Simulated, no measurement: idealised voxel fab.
process module | voxel transistor to metal
cross-section cut | 190 nm wide | cells 5 nm
A cross-section is a grid of square cells, given in bands from the top down. A band is one or more rows of cells.
Each band's line starts with the height of the band's top and of its bottom, in nm. Then come its materials from left to right, each with its width in nm. One material with "throughout" fills the band from edge to edge. "air" is empty space.
Height 0 is the level under which the wafer as received is all one material. The lowest band goes on downwards, as in "0 down".
A width such as "30 to 40" changes by the same amount from each row of cells to the next, from the band's top row to its bottom row.
"no change" after a step means that no cell of the cross-section changed.
closed voids: empty space of 8 cells or more with no open way to the top, each as width x height at its distance from the left edge, in nm
after a step's settings: what the simulator itself notes on the step
overlay nm, on a step with a mask: how far to the right of its planned place the mask lay; to the left if negative
plan
1 op RECEIVE | material Si
2 op OXIDIZE | depth nm 5
3 op CONFORMAL_DEP | material SiN | thk nm 15
4 op PATTERN | tone cover | mask id ACTIVE | material resist | width nm 115 | thk nm 15 | overlay nm 0
5 op DIRECTIONAL_ETCH | etch materials SiN | depth nm 15
6 op DIRECTIONAL_ETCH | etch materials SiO2 | depth nm 5
7 op DIRECTIONAL_ETCH | etch materials Si | depth nm 30
8 op STRIP | etch materials resist
9 op FILL_DEP | material SiO2 | thk nm 15
10 op CMP | height nm 15
11 op SELECTIVE_ETCH | etch materials SiO2 | depth nm 15
12 op STRIP | etch materials SiN
13 op SELECTIVE_ETCH | etch materials SiO2 | depth nm 5
14 op OXIDIZE | depth nm 5
15 op DIRECTIONAL_DEP | material polySi | thk nm 25
16 op DIRECTIONAL_DEP | material SiCN | thk nm 10
17 op DIRECTIONAL_DEP | material aC | thk nm 10
18 op PATTERN | tone cover | mask id GATE | material resist | width nm 25 | thk nm 30 | overlay nm 0
19 op DIRECTIONAL_ETCH | etch materials aC | depth nm 10
20 op STRIP | etch materials resist
21 op DIRECTIONAL_ETCH | etch materials SiCN | depth nm 20
22 op DIRECTIONAL_ETCH | etch materials polySi | depth nm 35
23 op STRIP | etch materials aC
24 op CONFORMAL_DEP | material SiO2 | thk nm 5
25 op DIRECTIONAL_ETCH | etch materials SiO2 | depth nm 5
26 op CONFORMAL_DEP | material SiN | thk nm 5
27 op DIRECTIONAL_ETCH | etch materials SiN | depth nm 5
28 op DIRECTIONAL_ETCH | etch materials SiO2 | depth nm 5
29 op DIRECTIONAL_ETCH | etch materials Si | depth nm 10
30 op EPI | material SiGe | thk nm 10
31 op FILL_DEP | material SiO2 | thk nm 5
32 op CMP | height nm 30
33 op DIRECTIONAL_DEP | material SiO2 | thk nm 15
34 op DIRECTIONAL_DEP | material aC | thk nm 15
35 op PATTERN | tone open | mask id CONTACT | material resist | width nm 30 | pitch nm 65 | thk nm 30 | overlay nm 0
36 op DIRECTIONAL_ETCH | etch materials aC | depth nm 15
37 op STRIP | etch materials resist
38 op DIRECTIONAL_ETCH | etch materials SiO2 | depth nm 55
39 op STRIP | etch materials aC
40 op CONFORMAL_DEP | material TiN | thk nm 5
41 op FILL_DEP | material Ru | thk nm 5
42 op CMP | height nm 45
43 op DIRECTIONAL_DEP | material TiN | thk nm 5
44 op DIRECTIONAL_DEP | material Ru | thk nm 25
45 op PATTERN | tone cover | mask id METAL_1 | material resist | width nm 20 | pitch nm 75 | thk nm 15 | overlay nm 0
46 op DIRECTIONAL_ETCH | etch materials Ru | depth nm 25
47 op DIRECTIONAL_ETCH | etch materials TiN | depth nm 5
48 op STRIP | etch materials resist
49 op FILL_DEP | material lowk | thk nm 10
50 op CMP | height nm 75
51 op CONFORMAL_DEP | material SiCN | thk nm 5
52 op DIRECTIONAL_DEP | material SiO2 | thk nm 25
53 op PATTERN | tone open | mask id METAL_2 | material resist | width nm 20 | pitch nm 75 | thk nm 20 | overlay nm 0
54 op DIRECTIONAL_ETCH | etch materials SiO2 | depth nm 15
55 op STRIP | etch materials resist
56 op DIRECTIONAL_DEP | material aC | thk nm 15
57 op PATTERN | tone open | mask id METAL_2_HOLES | material resist | width nm 15 | pitch nm 75 | thk nm 35 | overlay nm 0
58 op DIRECTIONAL_ETCH | etch materials aC | depth nm 15
59 op STRIP | etch materials resist
60 op DIRECTIONAL_ETCH | etch materials SiO2 | depth nm 10
61 op DIRECTIONAL_ETCH | etch materials SiCN | depth nm 5
62 op STRIP | etch materials aC
63 op CONFORMAL_DEP | material TiN | thk nm 5
64 op FILL_DEP | material Cu | thk nm 5
65 op CMP | height nm 105
66 op CONFORMAL_DEP | material SiCN | thk nm 5
first wafer, as planned
as received, after step 1
  0 down: Si throughout
  closed voids: none
after step 2
  0 to -5: SiO2 throughout
  below -5: unchanged
after step 3
  15 to 0: SiN throughout
  below 0: unchanged
after step 4
  30 to 15: air 35 | resist 115 | air 40
  below 15: unchanged
after step 5
  30 to 15: air 35 | resist 115 | air 40
  15 to 0: air 35 | SiN 115 | air 40
  below 0: unchanged
after step 6
  30 to 15: air 35 | resist 115 | air 40
  15 to 0: air 35 | SiN 115 | air 40
  0 to -5: air 35 | SiO2 115 | air 40
  below -5: unchanged
after step 7
  30 to 15: air 35 | resist 115 | air 40
  15 to 0: air 35 | SiN 115 | air 40
  0 to -5: air 35 | SiO2 115 | air 40
  -5 to -35: air 35 | Si 115 | air 40
  below -35: unchanged
after step 8
  15 to 0: air 35 | SiN 115 | air 40
  below 0: unchanged
after step 9
  30 to 15: SiO2 throughout
  15 to 0: SiO2 35 | SiN 115 | SiO2 40
  0 to -5: SiO2 throughout
  -5 to -35: SiO2 35 | Si 115 | SiO2 40
  below -35: unchanged
after step 10
  15 to 0: SiO2 35 | SiN 115 | SiO2 40
  below 0: unchanged
after step 11
  15 to 0: air 35 | SiN 115 | air 40
  below 0: unchanged
after step 12
  0 to -5: SiO2 throughout
  below -5: unchanged
after step 13
  -5 to -35: SiO2 35 | Si 115 | SiO2 40
  below -35: unchanged
after step 14
  -5 to -10: SiO2 throughout
  below -10: unchanged
after step 15
  20 to -5: polySi throughout
  below -5: unchanged
after step 16
  30 to 20: SiCN throughout
  below 20: unchanged
after step 17
  40 to 30: aC throughout
  below 30: unchanged
after step 18
  70 to 40: air 80 | resist 25 | air 85
  below 40: unchanged
after step 19
  60 to 40: air 80 | resist 25 | air 85
  40 to 30: air 80 | aC 25 | air 85
  below 30: unchanged
after step 20
  40 to 30: air 80 | aC 25 | air 85
  below 30: unchanged
after step 21
  40 to 30: air 80 | aC 25 | air 85
  30 to 20: air 80 | SiCN 25 | air 85
  below 20: unchanged
after step 22
  40 to 30: air 80 | aC 25 | air 85
  30 to 20: air 80 | SiCN 25 | air 85
  20 to -5: air 80 | polySi 25 | air 85
  below -5: unchanged
after step 23
  30 to 20: air 80 | SiCN 25 | air 85
  below 20: unchanged
after step 24
  35 to 30: air 75 | SiO2 35 | air 80
  30 to 20: air 75 | SiO2 5 | SiCN 25 | SiO2 5 | air 80
  20 to 0: air 75 | SiO2 5 | polySi 25 | SiO2 5 | air 80
  0 to -5: SiO2 80 | polySi 25 | SiO2 85
  below -5: unchanged
after step 25
  30 to 20: air 75 | SiO2 5 | SiCN 25 | SiO2 5 | air 80
  20 to -5: air 75 | SiO2 5 | polySi 25 | SiO2 5 | air 80
  below -5: unchanged
after step 26
  35 to 30: air 70 | SiN 45 | air 75
  30 to 20: air 70 | SiN 5 | SiO2 5 | SiCN 25 | SiO2 5 | SiN 5 | air 75
  20 to 0: air 70 | SiN 5 | SiO2 5 | polySi 25 | SiO2 5 | SiN 5 | air 75
  0 to -5: SiN 75 | SiO2 5 | polySi 25 | SiO2 5 | SiN 80
  below -5: unchanged
after step 27
  30 to 20: air 70 | SiN 5 | SiO2 5 | SiCN 25 | SiO2 5 | SiN 5 | air 75
  20 to -5: air 70 | SiN 5 | SiO2 5 | polySi 25 | SiO2 5 | SiN 5 | air 75
  below -5: unchanged
after step 28
  30 to 25: air 70 | SiN 5 | air 5 | SiCN 25 | air 5 | SiN 5 | air 75
  25 to 20: air 70 | SiN 5 | SiO2 5 | SiCN 25 | SiO2 5 | SiN 5 | air 75
  20 to -5: air 70 | SiN 5 | SiO2 5 | polySi 25 | SiO2 5 | SiN 5 | air 75
  -5 to -10: air 70 | SiO2 45 | air 75
  below -10: unchanged
after step 29
  30 to 25: air 70 | SiN 5 | air 5 | SiCN 25 | air 5 | SiN 5 | air 75
  25 to 20: air 70 | SiN 5 | SiO2 5 | SiCN 25 | SiO2 5 | SiN 5 | air 75
  20 to -5: air 70 | SiN 5 | SiO2 5 | polySi 25 | SiO2 5 | SiN 5 | air 75
  -5 to -10: air 70 | SiO2 45 | air 75
  -10 to -20: SiO2 35 | air 35 | Si 45 | air 35 | SiO2 40
  below -20: unchanged
after step 30
  30 to 25: air 70 | SiN 5 | air 5 | SiCN 25 | air 5 | SiN 5 | air 75
  25 to 20: air 70 | SiN 5 | SiO2 5 | SiCN 25 | SiO2 5 | SiN 5 | air 75
  20 to 0: air 70 | SiN 5 | SiO2 5 | polySi 25 | SiO2 5 | SiN 5 | air 75
  0 to -5: air 60 | SiGe 10 | SiN 5 | SiO2 5 | polySi 25 | SiO2 5 | SiN 5 | SiGe 10 | air 65
  -5 to -10: air 60 | SiGe 10 | SiO2 45 | SiGe 10 | air 65
  -10 to -20: SiO2 35 | SiGe 35 | Si 45 | SiGe 35 | SiO2 40
  below -20: unchanged
after step 31
  35 to 30: SiO2 throughout
  30 to 20: SiO2 70 | SiN 5 | SiO2 5 | SiCN 25 | SiO2 5 | SiN 5 | SiO2 75
  20 to 0: SiO2 70 | SiN 5 | SiO2 5 | polySi 25 | SiO2 5 | SiN 5 | SiO2 75
  0 to -5: SiO2 60 | SiGe 10 | SiN 5 | SiO2 5 | polySi 25 | SiO2 5 | SiN 5 | SiGe 10 | SiO2 65
  -5 to -10: SiO2 60 | SiGe 10 | SiO2 45 | SiGe 10 | SiO2 65
  below -10: unchanged
after step 32
  30 to 20: SiO2 70 | SiN 5 | SiO2 5 | SiCN 25 | SiO2 5 | SiN 5 | SiO2 75
  below 20: unchanged
after step 33
  45 to 30: SiO2 throughout
  below 30: unchanged
after step 34
  60 to 45: aC throughout
  below 45: unchanged
after step 35
  90 to 60: resist 45 | air 30 | resist 35 | air 30 | resist 50
  below 60: unchanged
after step 36
  75 to 60: resist 45 | air 30 | resist 35 | air 30 | resist 50
  60 to 45: aC 45 | air 30 | aC 35 | air 30 | aC 50
  below 45: unchanged
after step 37
  60 to 45: aC 45 | air 30 | aC 35 | air 30 | aC 50
  below 45: unchanged
after step 38
  60 to 45: aC 45 | air 30 | aC 35 | air 30 | aC 50
  45 to 30: SiO2 45 | air 30 | SiO2 35 | air 30 | SiO2 50
  30 to 20: SiO2 45 | air 25 | SiN 5 | SiO2 5 | SiCN 25 | SiO2 5 | SiN 5 | air 25 | SiO2 50
  20 to 0: SiO2 45 | air 25 | SiN 5 | SiO2 5 | polySi 25 | SiO2 5 | SiN 5 | air 25 | SiO2 50
  0 to -5: SiO2 45 | air 15 | SiGe 10 | SiN 5 | SiO2 5 | polySi 25 | SiO2 5 | SiN 5 | SiGe 10 | air 15 | SiO2 50
  -5 to -10: SiO2 45 | air 15 | SiGe 10 | SiO2 45 | SiGe 10 | air 15 | SiO2 50
  below -10: unchanged
after step 39
  45 to 30: SiO2 45 | air 30 | SiO2 35 | air 30 | SiO2 50
  below 30: unchanged
after step 40
  50 to 45: TiN 50 | air 20 | TiN 45 | air 20 | TiN 55
  45 to 35: SiO2 45 | TiN 5 | air 20 | TiN 5 | SiO2 35 | TiN 5 | air 20 | TiN 5 | SiO2 50
  35 to 30: SiO2 45 | TiN 5 | air 15 | TiN 10 | SiO2 35 | TiN 10 | air 15 | TiN 5 | SiO2 50
  30 to 20: SiO2 45 | TiN 5 | air 15 | TiN 5 | SiN 5 | SiO2 5 | SiCN 25 | SiO2 5 | SiN 5 | TiN 5 | air 15 | TiN 5 | SiO2 50
  20 to 5: SiO2 45 | TiN 5 | air 15 | TiN 5 | SiN 5 | SiO2 5 | polySi 25 | SiO2 5 | SiN 5 | TiN 5 | air 15 | TiN 5 | SiO2 50
  5 to 0: SiO2 45 | TiN 5 | air 5 | TiN 15 | SiN 5 | SiO2 5 | polySi 25 | SiO2 5 | SiN 5 | TiN 15 | air 5 | TiN 5 | SiO2 50
  0 to -5: SiO2 45 | TiN 5 | air 5 | TiN 5 | SiGe 10 | SiN 5 | SiO2 5 | polySi 25 | SiO2 5 | SiN 5 | SiGe 10 | TiN 5 | air 5 | TiN 5 | SiO2 50
  -5 to -10: SiO2 45 | TiN 15 | SiGe 10 | SiO2 45 | SiGe 10 | TiN 15 | SiO2 50
  below -10: unchanged
after step 41
  55 to 50: Ru throughout
  50 to 45: TiN 50 | Ru 20 | TiN 45 | Ru 20 | TiN 55
  45 to 35: SiO2 45 | TiN 5 | Ru 20 | TiN 5 | SiO2 35 | TiN 5 | Ru 20 | TiN 5 | SiO2 50
  35 to 30: SiO2 45 | TiN 5 | Ru 15 | TiN 10 | SiO2 35 | TiN 10 | Ru 15 | TiN 5 | SiO2 50
  30 to 20: SiO2 45 | TiN 5 | Ru 15 | TiN 5 | SiN 5 | SiO2 5 | SiCN 25 | SiO2 5 | SiN 5 | TiN 5 | Ru 15 | TiN 5 | SiO2 50
  20 to 5: SiO2 45 | TiN 5 | Ru 15 | TiN 5 | SiN 5 | SiO2 5 | polySi 25 | SiO2 5 | SiN 5 | TiN 5 | Ru 15 | TiN 5 | SiO2 50
  5 to 0: SiO2 45 | TiN 5 | Ru 5 | TiN 15 | SiN 5 | SiO2 5 | polySi 25 | SiO2 5 | SiN 5 | TiN 15 | Ru 5 | TiN 5 | SiO2 50
  0 to -5: SiO2 45 | TiN 5 | Ru 5 | TiN 5 | SiGe 10 | SiN 5 | SiO2 5 | polySi 25 | SiO2 5 | SiN 5 | SiGe 10 | TiN 5 | Ru 5 | TiN 5 | SiO2 50
  below -5: unchanged
after step 42
  45 to 35: SiO2 45 | TiN 5 | Ru 20 | TiN 5 | SiO2 35 | TiN 5 | Ru 20 | TiN 5 | SiO2 50
  below 35: unchanged
after step 43
  50 to 45: TiN throughout
  below 45: unchanged
after step 44
  75 to 50: Ru throughout
  below 50: unchanged
after step 45
  90 to 75: air 45 | resist 20 | air 55 | resist 20 | air 50
  below 75: unchanged
after step 46
  90 to 75: air 45 | resist 20 | air 55 | resist 20 | air 50
  75 to 50: air 45 | Ru 20 | air 55 | Ru 20 | air 50
  below 50: unchanged
after step 47
  90 to 75: air 45 | resist 20 | air 55 | resist 20 | air 50
  75 to 50: air 45 | Ru 20 | air 55 | Ru 20 | air 50
  50 to 45: air 45 | TiN 20 | air 55 | TiN 20 | air 50
  below 45: unchanged
after step 48
  75 to 50: air 45 | Ru 20 | air 55 | Ru 20 | air 50
  below 50: unchanged
after step 49
  85 to 75: lowk throughout
  75 to 50: lowk 45 | Ru 20 | lowk 55 | Ru 20 | lowk 50
  50 to 45: lowk 45 | TiN 20 | lowk 55 | TiN 20 | lowk 50
  below 45: unchanged
after step 50
  75 to 50: lowk 45 | Ru 20 | lowk 55 | Ru 20 | lowk 50
  below 50: unchanged
after step 51
  80 to 75: SiCN throughout
  below 75: unchanged
after step 52
  105 to 80: SiO2 throughout
  below 80: unchanged
after step 53
  125 to 105: resist 45 | air 20 | resist 55 | air 20 | resist 50
  below 105: unchanged
after step 54
  125 to 105: resist 45 | air 20 | resist 55 | air 20 | resist 50
  105 to 90: SiO2 45 | air 20 | SiO2 55 | air 20 | SiO2 50
  below 90: unchanged
after step 55
  105 to 90: SiO2 45 | air 20 | SiO2 55 | air 20 | SiO2 50
  below 90: unchanged
after step 56
  120 to 105: aC 45 | air 20 | aC 55 | air 20 | aC 50
  105 to 90: SiO2 45 | aC 20 | SiO2 55 | aC 20 | SiO2 50
  below 90: unchanged
after step 57
  155 to 120: resist 45 | air 15 | resist 60 | air 15 | resist 55
  120 to 105: aC 45 | air 15 | resist 5 | aC 55 | air 15 | resist 5 | aC 50
  below 105: unchanged
after step 58
  140 to 120: resist 45 | air 15 | resist 60 | air 15 | resist 55
  120 to 105: aC 45 | air 15 | resist 5 | aC 55 | air 15 | resist 5 | aC 50
  105 to 90: SiO2 45 | air 15 | aC 5 | SiO2 55 | air 15 | aC 5 | SiO2 50
  below 90: unchanged
after step 59
  120 to 105: aC 45 | air 20 | aC 55 | air 20 | aC 50
  below 105: unchanged
after step 60
  120 to 105: aC 45 | air 20 | aC 55 | air 20 | aC 50
  105 to 90: SiO2 45 | air 15 | aC 5 | SiO2 55 | air 15 | aC 5 | SiO2 50
  90 to 80: SiO2 45 | air 15 | SiO2 60 | air 15 | SiO2 55
  below 80: unchanged
after step 61
  120 to 105: aC 45 | air 20 | aC 55 | air 20 | aC 50
  105 to 90: SiO2 45 | air 15 | aC 5 | SiO2 55 | air 15 | aC 5 | SiO2 50
  90 to 80: SiO2 45 | air 15 | SiO2 60 | air 15 | SiO2 55
  80 to 75: SiCN 45 | air 15 | SiCN 60 | air 15 | SiCN 55
  below 75: unchanged
after step 62
  105 to 90: SiO2 45 | air 20 | SiO2 55 | air 20 | SiO2 50
  below 90: unchanged
after step 63
  110 to 105: TiN 50 | air 10 | TiN 65 | air 10 | TiN 55
  105 to 95: SiO2 45 | TiN 5 | air 10 | TiN 5 | SiO2 55 | TiN 5 | air 10 | TiN 5 | SiO2 50
  95 to 90: SiO2 45 | TiN 5 | air 5 | TiN 10 | SiO2 55 | TiN 5 | air 5 | TiN 10 | SiO2 50
  90 to 80: SiO2 45 | TiN 5 | air 5 | TiN 5 | SiO2 60 | TiN 5 | air 5 | TiN 5 | SiO2 55
  80 to 75: SiCN 45 | TiN 15 | SiCN 60 | TiN 15 | SiCN 55
  below 75: unchanged
after step 64
  115 to 110: Cu throughout
  110 to 105: TiN 50 | Cu 10 | TiN 65 | Cu 10 | TiN 55
  105 to 95: SiO2 45 | TiN 5 | Cu 10 | TiN 5 | SiO2 55 | TiN 5 | Cu 10 | TiN 5 | SiO2 50
  95 to 90: SiO2 45 | TiN 5 | Cu 5 | TiN 10 | SiO2 55 | TiN 5 | Cu 5 | TiN 10 | SiO2 50
  90 to 80: SiO2 45 | TiN 5 | Cu 5 | TiN 5 | SiO2 60 | TiN 5 | Cu 5 | TiN 5 | SiO2 55
  below 80: unchanged
after step 65
  105 to 95: SiO2 45 | TiN 5 | Cu 10 | TiN 5 | SiO2 55 | TiN 5 | Cu 10 | TiN 5 | SiO2 50
  below 95: unchanged
after step 66
  110 to 105: SiCN throughout
  below 105: unchanged
second wafer: like start, like plan, one mistake. Through step 34 it matches the first wafer
when step 35 should have ended
  90 to 60: resist 50 | air 25 | resist 40 | air 25 | resist 50
  below 60: unchanged
when step 36 should have ended
  75 to 60: resist 50 | air 25 | resist 40 | air 25 | resist 50
  60 to 45: aC 50 | air 25 | aC 40 | air 25 | aC 50
  below 45: unchanged
when step 37 should have ended
  60 to 45: aC 50 | air 25 | aC 40 | air 25 | aC 50
  below 45: unchanged
when step 38 should have ended
  60 to 45: aC 50 | air 25 | aC 40 | air 25 | aC 50
  45 to 30: SiO2 50 | air 25 | SiO2 40 | air 25 | SiO2 50
  30 to 20: SiO2 50 | air 20 | SiN 5 | SiO2 5 | SiCN 25 | SiO2 5 | SiN 5 | air 25 | SiO2 50
  20 to 0: SiO2 50 | air 20 | SiN 5 | SiO2 5 | polySi 25 | SiO2 5 | SiN 5 | air 25 | SiO2 50
  0 to -5: SiO2 50 | air 10 | SiGe 10 | SiN 5 | SiO2 5 | polySi 25 | SiO2 5 | SiN 5 | SiGe 10 | air 15 | SiO2 50
  -5 to -10: SiO2 50 | air 10 | SiGe 10 | SiO2 45 | SiGe 10 | air 15 | SiO2 50
  below -10: unchanged
when step 39 should have ended
  45 to 30: SiO2 50 | air 25 | SiO2 40 | air 25 | SiO2 50
  below 30: unchanged
when step 40 should have ended
  50 to 45: TiN 55 | air 15 | TiN 50 | air 15 | TiN 55
  45 to 35: SiO2 50 | TiN 5 | air 15 | TiN 5 | SiO2 40 | TiN 5 | air 15 | TiN 5 | SiO2 50
  35 to 30: SiO2 50 | TiN 5 | air 10 | TiN 10 | SiO2 40 | TiN 5 | air 15 | TiN 5 | SiO2 50
  30 to 20: SiO2 50 | TiN 5 | air 10 | TiN 5 | SiN 5 | SiO2 5 | SiCN 25 | SiO2 5 | SiN 5 | TiN 5 | air 15 | TiN 5 | SiO2 50
  20 to 5: SiO2 50 | TiN 5 | air 10 | TiN 5 | SiN 5 | SiO2 5 | polySi 25 | SiO2 5 | SiN 5 | TiN 5 | air 15 | TiN 5 | SiO2 50
  5 to 0: SiO2 50 | TiN 20 | SiN 5 | SiO2 5 | polySi 25 | SiO2 5 | SiN 5 | TiN 15 | air 5 | TiN 5 | SiO2 50
  0 to -5: SiO2 50 | TiN 10 | SiGe 10 | SiN 5 | SiO2 5 | polySi 25 | SiO2 5 | SiN 5 | SiGe 10 | TiN 5 | air 5 | TiN 5 | SiO2 50
  -5 to -10: SiO2 50 | TiN 10 | SiGe 10 | SiO2 45 | SiGe 10 | TiN 15 | SiO2 50
  below -10: unchanged
when step 41 should have ended
  55 to 50: Ru throughout
  50 to 45: TiN 55 | Ru 15 | TiN 50 | Ru 15 | TiN 55
  45 to 35: SiO2 50 | TiN 5 | Ru 15 | TiN 5 | SiO2 40 | TiN 5 | Ru 15 | TiN 5 | SiO2 50
  35 to 30: SiO2 50 | TiN 5 | Ru 10 | TiN 10 | SiO2 40 | TiN 5 | Ru 15 | TiN 5 | SiO2 50
  30 to 20: SiO2 50 | TiN 5 | Ru 10 | TiN 5 | SiN 5 | SiO2 5 | SiCN 25 | SiO2 5 | SiN 5 | TiN 5 | Ru 15 | TiN 5 | SiO2 50
  20 to 5: SiO2 50 | TiN 5 | Ru 10 | TiN 5 | SiN 5 | SiO2 5 | polySi 25 | SiO2 5 | SiN 5 | TiN 5 | Ru 15 | TiN 5 | SiO2 50
  5 to 0: SiO2 50 | TiN 20 | SiN 5 | SiO2 5 | polySi 25 | SiO2 5 | SiN 5 | TiN 15 | Ru 5 | TiN 5 | SiO2 50
  0 to -5: SiO2 50 | TiN 10 | SiGe 10 | SiN 5 | SiO2 5 | polySi 25 | SiO2 5 | SiN 5 | SiGe 10 | TiN 5 | Ru 5 | TiN 5 | SiO2 50
  below -5: unchanged
when step 42 should have ended
  45 to 35: SiO2 50 | TiN 5 | Ru 15 | TiN 5 | SiO2 40 | TiN 5 | Ru 15 | TiN 5 | SiO2 50
  below 35: unchanged
when step 43 should have ended
  50 to 45: TiN throughout
  below 45: unchanged
when step 44 should have ended
  75 to 50: Ru throughout
  below 50: unchanged
when step 45 should have ended
  90 to 75: air 45 | resist 20 | air 55 | resist 20 | air 50
  below 75: unchanged
when step 46 should have ended
  90 to 75: air 45 | resist 20 | air 55 | resist 20 | air 50
  75 to 50: air 45 | Ru 20 | air 55 | Ru 20 | air 50
  below 50: unchanged
when step 47 should have ended
  90 to 75: air 45 | resist 20 | air 55 | resist 20 | air 50
  75 to 50: air 45 | Ru 20 | air 55 | Ru 20 | air 50
  50 to 45: air 45 | TiN 20 | air 55 | TiN 20 | air 50
  below 45: unchanged
when step 48 should have ended
  75 to 50: air 45 | Ru 20 | air 55 | Ru 20 | air 50
  below 50: unchanged
when step 49 should have ended
  85 to 75: lowk throughout
  75 to 50: lowk 45 | Ru 20 | lowk 55 | Ru 20 | lowk 50
  50 to 45: lowk 45 | TiN 20 | lowk 55 | TiN 20 | lowk 50
  below 45: unchanged
when step 50 should have ended
  75 to 50: lowk 45 | Ru 20 | lowk 55 | Ru 20 | lowk 50
  below 50: unchanged
when step 51 should have ended
  80 to 75: SiCN throughout
  below 75: unchanged
when step 52 should have ended
  105 to 80: SiO2 throughout
  below 80: unchanged
when step 53 should have ended
  125 to 105: resist 45 | air 20 | resist 55 | air 20 | resist 50
  below 105: unchanged
when step 54 should have ended
  125 to 105: resist 45 | air 20 | resist 55 | air 20 | resist 50
  105 to 90: SiO2 45 | air 20 | SiO2 55 | air 20 | SiO2 50
  below 90: unchanged
when step 55 should have ended
  105 to 90: SiO2 45 | air 20 | SiO2 55 | air 20 | SiO2 50
  below 90: unchanged
when step 56 should have ended
  120 to 105: aC 45 | air 20 | aC 55 | air 20 | aC 50
  105 to 90: SiO2 45 | aC 20 | SiO2 55 | aC 20 | SiO2 50
  below 90: unchanged
when step 57 should have ended
  155 to 120: resist 45 | air 15 | resist 60 | air 15 | resist 55
  120 to 105: aC 45 | air 15 | resist 5 | aC 55 | air 15 | resist 5 | aC 50
  below 105: unchanged
when step 58 should have ended
  140 to 120: resist 45 | air 15 | resist 60 | air 15 | resist 55
  120 to 105: aC 45 | air 15 | resist 5 | aC 55 | air 15 | resist 5 | aC 50
  105 to 90: SiO2 45 | air 15 | aC 5 | SiO2 55 | air 15 | aC 5 | SiO2 50
  below 90: unchanged
when step 59 should have ended
  120 to 105: aC 45 | air 20 | aC 55 | air 20 | aC 50
  below 105: unchanged
when step 60 should have ended
  120 to 105: aC 45 | air 20 | aC 55 | air 20 | aC 50
  105 to 90: SiO2 45 | air 15 | aC 5 | SiO2 55 | air 15 | aC 5 | SiO2 50
  90 to 80: SiO2 45 | air 15 | SiO2 60 | air 15 | SiO2 55
  below 80: unchanged
when step 61 should have ended
  120 to 105: aC 45 | air 20 | aC 55 | air 20 | aC 50
  105 to 90: SiO2 45 | air 15 | aC 5 | SiO2 55 | air 15 | aC 5 | SiO2 50
  90 to 80: SiO2 45 | air 15 | SiO2 60 | air 15 | SiO2 55
  80 to 75: SiCN 45 | air 15 | SiCN 60 | air 15 | SiCN 55
  below 75: unchanged
when step 62 should have ended
  105 to 90: SiO2 45 | air 20 | SiO2 55 | air 20 | SiO2 50
  below 90: unchanged
when step 63 should have ended
  110 to 105: TiN 50 | air 10 | TiN 65 | air 10 | TiN 55
  105 to 95: SiO2 45 | TiN 5 | air 10 | TiN 5 | SiO2 55 | TiN 5 | air 10 | TiN 5 | SiO2 50
  95 to 90: SiO2 45 | TiN 5 | air 5 | TiN 10 | SiO2 55 | TiN 5 | air 5 | TiN 10 | SiO2 50
  90 to 80: SiO2 45 | TiN 5 | air 5 | TiN 5 | SiO2 60 | TiN 5 | air 5 | TiN 5 | SiO2 55
  80 to 75: SiCN 45 | TiN 15 | SiCN 60 | TiN 15 | SiCN 55
  below 75: unchanged
when step 64 should have ended
  115 to 110: Cu throughout
  110 to 105: TiN 50 | Cu 10 | TiN 65 | Cu 10 | TiN 55
  105 to 95: SiO2 45 | TiN 5 | Cu 10 | TiN 5 | SiO2 55 | TiN 5 | Cu 10 | TiN 5 | SiO2 50
  95 to 90: SiO2 45 | TiN 5 | Cu 5 | TiN 10 | SiO2 55 | TiN 5 | Cu 5 | TiN 10 | SiO2 50
  90 to 80: SiO2 45 | TiN 5 | Cu 5 | TiN 5 | SiO2 60 | TiN 5 | Cu 5 | TiN 5 | SiO2 55
  below 80: unchanged
when step 65 should have ended
  105 to 95: SiO2 45 | TiN 5 | Cu 10 | TiN 5 | SiO2 55 | TiN 5 | Cu 10 | TiN 5 | SiO2 50
  below 95: unchanged
when step 66 should have ended
  110 to 105: SiCN throughout
  below 105: unchanged
what went wrong: step 35 ran as: op PATTERN | tone open | mask id CONTACT | material resist | width nm 25 | pitch nm 65 | thk nm 30 | overlay nm 0
at the end the second wafer has, in cells: 12 fewer of Ru | 14 more of SiO2 | 2 fewer of TiN
